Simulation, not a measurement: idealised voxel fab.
process module | voxel air gaps
cross-section cut | 260 nm wide | cells 5 nm
A cross-section is a grid of square cells, given in bands from the top down. A band is one or more rows of cells.
Each band's line starts with the height of the band's top and of its bottom, in nm. Then come its materials from left to right, each with its width in nm. One material with "throughout" fills the band from edge to edge. "air" is empty space.
Height 0 is the level under which the wafer as received is all one material. The lowest band goes on downwards, as in "0 down".
A width such as "30 to 40" changes by the same amount from each row of cells to the next, from the band's top row to its bottom row.
"no change" after a step means that no cell of the cross-section changed.
closed voids: empty space of 8 cells or more with no open way to the top, each as width x height at its distance from the left edge, in nm
after a step's settings: what the simulator itself notes on the step
overlay nm, on a step with a mask: how far to the right of its planned place the mask lay; to the left if negative
plan
1 op RECEIVE | material Si
2 op CONFORMAL_DEP | material SiO2 | thk nm 15
3 op CONFORMAL_DEP | material SiCN | thk nm 5
4 op DIRECTIONAL_DEP | material lowk | thk nm 35
5 op DIRECTIONAL_DEP | material aC | thk nm 15
6 op PATTERN | tone open | mask id LINES | material resist | width nm 25 | pitch nm 50 | thk nm 35 | overlay nm 0
7 op DIRECTIONAL_ETCH | etch materials aC | depth nm 15
8 op STRIP | etch materials resist
9 op DIRECTIONAL_ETCH | etch materials lowk | depth nm 35
10 op STRIP | etch materials aC
11 op CONFORMAL_DEP | material TiN | thk nm 5
12 op FILL_DEP | material Cu | thk nm 5
13 op CMP | height nm 55
14 op EPI | material Ru | thk nm 10
15 op SELECTIVE_ETCH | etch materials lowk | depth nm 45
16 op CONFORMAL_DEP | material SiCN | thk nm 5
as received, after step 1
  0 down: Si throughout
  closed voids: none
a wafer at the end: this start, this plan, one mistake
  70 to 65: SiCN throughout
  65 to 55: Ru 50 | SiCN 5 | Ru 45 | SiCN 5 | Ru 45 | SiCN 5 | Ru 45 | SiCN 5 | Ru 55
  55 to 50: Cu 35 | TiN 5 | SiCN 25 | TiN 5 | Cu 15 | TiN 5 | SiCN 25 | TiN 5 | Cu 15 | TiN 5 | SiCN 25 | TiN 5 | Cu 15 | TiN 5 | SiCN 25 | TiN 5 | Cu 40
  50 to 25: Cu 35 | TiN 5 | SiCN 5 | air 15 | SiCN 5 | TiN 5 | Cu 15 | TiN 5 | SiCN 5 | air 15 | SiCN 5 | TiN 5 | Cu 15 | TiN 5 | SiCN 5 | air 15 | SiCN 5 | TiN 5 | Cu 15 | TiN 5 | SiCN 5 | air 15 | SiCN 5 | TiN 5 | Cu 40
  25 to 20: TiN 40 | SiCN 25 | TiN 25 | SiCN 25 | TiN 25 | SiCN 25 | TiN 25 | SiCN 25 | TiN 45
  20 to 15: SiCN throughout
  15 to 0: SiO2 throughout
  0 down: Si throughout
  closed voids: 15 x 25 at 45; 15 x 25 at 95; 15 x 25 at 145; 15 x 25 at 195
what went wrong: step 6 ran as: op PATTERN | tone cover | mask id LINES | material resist | width nm 25 | pitch nm 50 | thk nm 35 | overlay nm 0
